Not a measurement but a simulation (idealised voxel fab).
Title: Process Module voxel self aligned vias
Shown is cross-section cut, with a width of 295 nm and square cells of size 5 nm.
Cross-section = grid of square cells, listed top down in bands; band = one or more rows.
Look at the band entry: it leads with the top's height and the bottom's height in nm. Then it lists the materials left to right, with a width in nm for each. The word "all across" on a single material says that material fills the band edge to edge. The word "empty" is empty space.
Height 0 is the level under which the wafer as received is all one material. The lowest band goes on downwards, as in "top 0, no bottom".
The width entry "30->40" should be interpreted row by row: the top row of cells in the band takes the first number, the bottom row takes the second number, and the change between adjacent rows is uniform throughout.
Basically "no change" means that step didn't change any cell in the cross-section.
"Enclosed void inventory": empty spaces of 8 cells or more with no open way to the top, each given as width x height at distance, distance from the left edge, all in nm.
Formally, on a step line, whatever follows the settings is a remark that the simulator itself makes on the step.
If you see "overlay nm" on a step's line and that step has a mask, it's telling you how far right of where it was planned the mask ended up; a negative number means it went left instead.

**Set out below are the planned steps of the process**
| 1 | RECEIVE (material Si) |
| 2 | CONFORMAL_DEP (material SiO2; thk nm 10) |
| 3 | CONFORMAL_DEP (material SiCN; thk nm 5) |
| 4 | DIRECTIONAL_DEP (material SiO2; thk nm 25) |
| 5 | DIRECTIONAL_DEP (material aC; thk nm 15) |
| 6 | PATTERN (tone open; mask id LINES; material resist; width nm 30; pitch nm 65; thk nm 30; overlay nm 0) |
| 7 | DIRECTIONAL_ETCH (etch materials aC; depth nm 15) |
| 8 | STRIP (etch materials resist) |
| 9 | DIRECTIONAL_ETCH (etch materials SiO2; depth nm 25) |
| 10 | STRIP (etch materials aC) |
| 11 | CONFORMAL_DEP (material TiN; thk nm 5) |
| 12 | FILL_DEP (material W; thk nm 5) |
| 13 | CMP (height nm 40) |
| 14 | SELECTIVE_ETCH (etch materials W Ru TiN; depth nm 5) |
| 15 | FILL_DEP (material SiN; thk nm 5) |
| 16 | CMP (height nm 40) |
| 17 | DIRECTIONAL_DEP (material SiO2; thk nm 15) |
| 18 | DIRECTIONAL_DEP (material aC; thk nm 15) |
| 19 | PATTERN (tone open; mask id VIAS; material resist; width nm 40; thk nm 35; overlay nm 0) |
| 20 | DIRECTIONAL_ETCH (etch materials aC; depth nm 15) |
| 21 | STRIP (etch materials resist) |
| 22 | DIRECTIONAL_ETCH (etch materials SiO2; depth nm 15) |
| 23 | DIRECTIONAL_ETCH (etch materials SiN; depth nm 5) |
| 24 | STRIP (etch materials aC) |
| 25 | CONFORMAL_DEP (material TiN; thk nm 5) |
| 26 | FILL_DEP (material W; thk nm 5) |
| 27 | CMP (height nm 55) |
| 28 | CONFORMAL_DEP (material SiN; thk nm 5) |

**Cross-section of the wafer at receipt, which is the condition after step 1**
	top 0, no bottom = Si all across
	Enclosed void inventory: none

**Starting structure and process plan are as shown above, but one mistake was made in running the module; the wafer cross-section at the end of the module follows**
	top 60, bottom 55 = SiN all across
	top 55, bottom 45 = SiO2=95, then TiN=5, then W=30, then TiN=5, then SiO2=160
	top 45, bottom 40 = SiO2=95, then TiN=40, then SiO2=160
	top 40, bottom 35 = SiN=95, then TiN=5, then SiO2=30, then TiN=5, then SiN=30, then SiO2=30, then SiN=100
	top 35, bottom 20 = W=95, then TiN=5, then SiO2=30, then TiN=5, then W=25, then TiN=5, then SiO2=30, then TiN=5, then W=95
	top 20, bottom 15 = TiN=100, then SiO2=30, then TiN=35, then SiO2=30, then TiN=100
	top 15, bottom 10 = SiCN all across
	top 10, bottom 0 = SiO2 all across
	top 0, no bottom = Si all across
	Enclosed void inventory: none
Processing error: step 6 ran with different settings than intended, the actual operation and settings being PATTERN (tone cover; mask id LINES; material resist; width nm 30; pitch nm 65; thk nm 30; overlay nm 0)
